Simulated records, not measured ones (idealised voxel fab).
The process module presented herein is designated voxel plated lines.
Each square cell in cross-section cut measures 5 nm, and the section as a whole is 215 nm wide.
How to read a cross-section here: the picture is a grid of square cells, written as bands going from the top down, and any band can span one or more rows of cells. Within each band entry, the heights of the top and of the bottom of the band appear first, in that order and in nm; the materials of the band then follow from left to right, each with its corresponding width in nm. The designation "all across" on a single material indicates that it fills the band from edge to edge; the designation "blank" indicates empty space. Note: height 0 marks the level under which the wafer is uniformly one material as received. Lowest band unbounded below, written "z 0 and below". Top row gets the first number, bottom row gets the second, and each row in between changes by the same step: that is how a band width like "30->40" works. What does "nothing got changed" mean for a step? It means no cell of the cross-section changed in that step. "Closed void entries" contains a list of empty spaces, each no smaller than 8 cells and without an open way to the top, written in the form width x height at distance with the distance from the left edge and all three in nm. It should be noted that, on the line of a given step, the content following the step's settings is a remark produced by the simulator itself with respect to that step. overlay nm: how far to the right of its planned place the mask lay on this masked step (negative: to the left).

# plan
1 RECEIVE (material Si)
2 CONFORMAL_DEP (material SiO2; thk nm 15)
3 DIRECTIONAL_DEP (material TiN; thk nm 5)
4 PATTERN (tone open; mask id LINES; material resist; width nm 20; pitch nm 40; thk nm 40; overlay nm 0)
5 EPI (material Ru; thk nm 10)
6 EPI (material Ru; thk nm 5)
7 EPI (material Ru; thk nm 5)
8 STRIP (etch materials resist)
9 DIRECTIONAL_ETCH (etch materials TiN; depth nm 5)
10 CONFORMAL_DEP (material SiN; thk nm 10)

# Cross-section, incoming material, after step 1
- z 0 and below = Si all across
- Closed void entries: none

# First of two wafers at the end of the module, shown in cross-section; run carried out as planned
- z 50 to 40 = blank (45)  SiN (120)  blank (50)
- z 40 to 25 = blank (45)  SiN (10)  Ru (20)  SiN (20)  Ru (20)  SiN (20)  Ru (20)  SiN (10)  blank (50)
- z 25 to 20 = SiN (55)  Ru (20)  SiN (20)  Ru (20)  SiN (20)  Ru (20)  SiN (60)
- z 20 to 15 = SiN (55)  TiN (20)  SiN (20)  TiN (20)  SiN (20)  TiN (20)  SiN (60)
- z 15 to 0 = SiO2 all across
- z 0 and below = Si all across
- Closed void entries: none

# This is the second of the two wafers, cross-sectioned at the end of the module; it started exactly like the first and was given the same plan, but it was run with one mistake
- z 50 to 40 = SiN all across
- z 40 to 20 = Ru (55)  SiN (20)  Ru (20)  SiN (20)  Ru (20)  SiN (20)  Ru (60)
- z 20 to 15 = TiN (55)  SiN (20)  TiN (20)  SiN (20)  TiN (20)  SiN (20)  TiN (60)
- z 15 to 0 = SiO2 all across
- z 0 and below = Si all across
- Closed void entries: none
Misprocessing identified: step 4 ran differently from the plan; actual operation with settings: PATTERN (tone cover; mask id LINES; material resist; width nm 20; pitch nm 40; thk nm 40; overlay nm 0)
Final comparison by cell count, materials where the second wafer has more or fewer than the first: Ru: 76 more, TiN: 19 more
